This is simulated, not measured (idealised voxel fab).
Proc. module: voxel self aligned vias
FYI the section here is cut, 285 nm wide, cells are 5 nm squares.
In this document a cross-section is written as a grid of square cells. It is given as a series of bands, listed from the top down, and a band is one or more rows of cells. Within each band entry, the heights of the top and of the bottom of the band appear first, in that order and in nm; the materials of the band then follow from left to right, each with its corresponding width in nm. The designation "edge to edge" on a single material indicates that it fills the band from edge to edge; the designation "air" indicates empty space. Basically, 0 is our baseline, since under it the wafer straight out of the box is all one material. The bottom band has no lower end and keeps on going down, so it looks like "0..down". It should be noted that a width expressed as "30 to 40" varies in equal increments from row to row of cells within the band, taking the value of the first number at the top row and that of the second number at the bottom row. Key: "nothing changed" - step with no changed cell in the cross-section. Enclosed voids (no open way to top), threshold 8 cells or more, entry "Sealed voids", notation width x height at distance, distance from left edge, nm. Note: text after step settings on the step line = simulator remark on that step. overlay nm: mask offset rightward from planned place, masked step; negative means leftward offset.
This section lists the process steps that were planned:
1 op RECEIVE | material Si
2 op CONFORMAL_DEP | material SiO2 | thk nm 10
3 op CONFORMAL_DEP | material SiCN | thk nm 5
4 op DIRECTIONAL_DEP | material SiO2 | thk nm 30
5 op MASKED_ETCH | tone open | mask id LINES | width nm 25 | pitch nm 60 | etch materials SiO2 | depth nm 30 | overlay nm 0
6 op CONFORMAL_DEP | material TiN | thk nm 5
7 op FILL_DEP | material Ru | thk nm 5
8 op CMP | height nm 45
9 op SELECTIVE_ETCH | etch materials W Ru TiN | depth nm 10
10 op FILL_DEP | material SiN | thk nm 5
11 op CMP | height nm 45
12 op DIRECTIONAL_DEP | material SiO2 | thk nm 20
13 op DIRECTIONAL_DEP | material aC | thk nm 10
14 op PATTERN | tone open | mask id VIAS | material resist | width nm 45 | pitch nm 60 | thk nm 30 | overlay nm 0
15 op DIRECTIONAL_ETCH | etch materials aC | depth nm 10
16 op STRIP | etch materials resist
17 op DIRECTIONAL_ETCH | etch materials SiO2 | depth nm 20
18 op DIRECTIONAL_ETCH | etch materials SiN | depth nm 10
19 op STRIP | etch materials aC
20 op CONFORMAL_DEP | material TiN | thk nm 5
21 op FILL_DEP | material Ru | thk nm 10
22 op CMP | height nm 65
23 op CONFORMAL_DEP | material SiCN | thk nm 5
Among the wafers covered here, the point of difference is the thk nm at step 23; their starting state is shared, and the plan presents the value of the first wafer.
Cross-section of the first of several received wafers, showing its state after step 1:
- 0..down: Si edge to edge
- Sealed voids: none
Here is how to read the rows: every wafer has a row, and it shows the wafer at the end of the module, giving for each material how many cells were gained (+) or lost (-) since the wafer was received, then listing its closed voids:
thk nm 5 | +72 Ru | +114 SiCN | +552 SiO2 | +60 TiN | Sealed voids: none
thk nm 10 | +72 Ru | +171 SiCN | +552 SiO2 | +60 TiN | Sealed voids: none
thk nm 15 | +72 Ru | +228 SiCN | +552 SiO2 | +60 TiN | Sealed voids: none
thk nm 20 | +72 Ru | +285 SiCN | +552 SiO2 | +60 TiN | Sealed voids: none
